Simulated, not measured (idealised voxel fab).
The following process module bears the name voxel local oxidation.
Pictured: cross-section cut, 255 nm wide, on a grid of 5 nm square cells.
A cross-section in this document is a grid of square cells, and it is written down as bands, the top band listed before the ones below it; a band is made up of one or more rows of cells. Top height, bottom height, nm. Materials left to right, width each, nm. Single material + "all across" = fills band edge to edge. "air" = empty. The level at which height equals 0 is the one under which the wafer, as it arrives, is entirely one material. No lower edge exists for the bottom band, which continues downward and is notated as in "z 0 and below". Note: "30..40" means the width goes from the first number (top row of the band) to the second number (bottom row) in equal steps per row of cells. Any step labelled "identical to before" changed none of the cells in the cross-section. Entry "Internal closed voids" = empty spaces >= 8 cells with no open way to the top; each as width x height at distance, distance from left edge, all nm. Where a step's line continues beyond its settings, the continuation is a remark by the simulator itself on that step. For masked steps, "overlay nm" on the step line gives how far right of plan the mask actually lay; a minus sign means it lay to the left.

This section lists the process steps that were planned
1. RECEIVE: material Si
2. CONFORMAL_DEP: material SiO2, thk nm 5
3. CONFORMAL_DEP: material SiN, thk nm 10
4. PATTERN: tone cover, mask id ACTIVE, material resist, width nm 95, pitch nm 120, thk nm 20, overlay nm 0
5. DIRECTIONAL_ETCH: etch materials SiN, depth nm 10
6. STRIP: etch materials resist
7. SELECTIVE_ETCH: etch materials SiO2, depth nm 5
8. OXIDIZE: depth nm 10
9. STRIP: etch materials SiN

Cross-section of the wafer upon arrival, representing the state reached after step 1
- z 0 and below | Si all across
- Internal closed voids: none

First of two wafers: cross-section at end of module, run per plan
- z 5 to 0 | air: 25 / SiO2: 85 / air: 35 / SiO2: 85 / air: 25
- z 0 to -10 | SiO2: 35 / Si: 65 / SiO2: 55 / Si: 65 / SiO2: 35
- z -10 and below | Si all across
- Internal closed voids: none

Cross-sectional view of the second of two wafers upon completion of the module. This wafer shared its starting condition and process plan with the first; one error was made during its execution
- z 5 to 0 | air: 30 / SiO2: 85 / air: 35 / SiO2: 85 / air: 20
- z 0 to -10 | SiO2: 40 / Si: 65 / SiO2: 55 / Si: 65 / SiO2: 30
- z -10 and below | Si all across
- Internal closed voids: none
The plan and the run diverged here: step 4 went in with a setting other than planned; the actual run was PATTERN: tone cover, mask id ACTIVE, material resist, width nm 95, pitch nm 120, thk nm 20, overlay nm 5
at the end the second wafer has, in cells: as many of each material as the first, in other places
